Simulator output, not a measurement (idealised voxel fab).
process module | voxel released beams
cross-section cut | 145 nm wide | cells 5 nm
A cross-section is a grid of square cells, given in bands from the top down. A band is one or more rows of cells.
Each band's line starts with the height of the band's top and of its bottom, in nm. Then come its materials from left to right, each with its width in nm. One material with "throughout" fills the band from edge to edge. "air" is empty space.
Height 0 is the level under which the wafer as received is all one material. The lowest band goes on downwards, as in "0 down".
A width such as "30 to 40" changes by the same amount from each row of cells to the next, from the band's top row to its bottom row.
"no change" after a step means that no cell of the cross-section changed.
closed voids: empty space of 8 cells or more with no open way to the top, each as width x height at its distance from the left edge, in nm
after a step's settings: what the simulator itself notes on the step
overlay nm, on a step with a mask: how far to the right of its planned place the mask lay; to the left if negative
plan
1 op RECEIVE | material Si
2 op CONFORMAL_DEP | material Al2O3 | thk nm 5
3 op DIRECTIONAL_DEP | material SiO2 | thk nm 15
4 op PATTERN | tone open | mask id ANCHOR | material resist | width nm 45 | thk nm 15 | overlay nm 0
5 op DIRECTIONAL_ETCH | etch materials SiO2 | depth nm 15
6 op STRIP | etch materials resist
7 op CONFORMAL_DEP | material W | thk nm 15
8 op MASKED_ETCH | tone cover | mask id BEAM | width nm 95 | etch materials W | depth nm 15 | overlay nm 0
9 op STRIP | etch materials SiO2
as received, after step 1
  0 down: Si throughout
  closed voids: none
first wafer at the end, as planned
  35 to 20: air 20 | W 20 | air 15 | W 60 | air 30
  20 to 5: air 25 | W 45 | air 75
  5 to 0: Al2O3 throughout
  0 down: Si throughout
  closed voids: none
second wafer at the end: like start, like plan, one mistake
  50 to 35: air 20 | W 95 | air 30
  35 to 20: W throughout
  20 to 5: SiO2 25 | W 45 | SiO2 75
  5 to 0: Al2O3 throughout
  0 down: Si throughout
  closed voids: none
what went wrong: step 7 was run twice
at the end the second wafer has, in cells: 60 more of SiO2 | 96 more of W
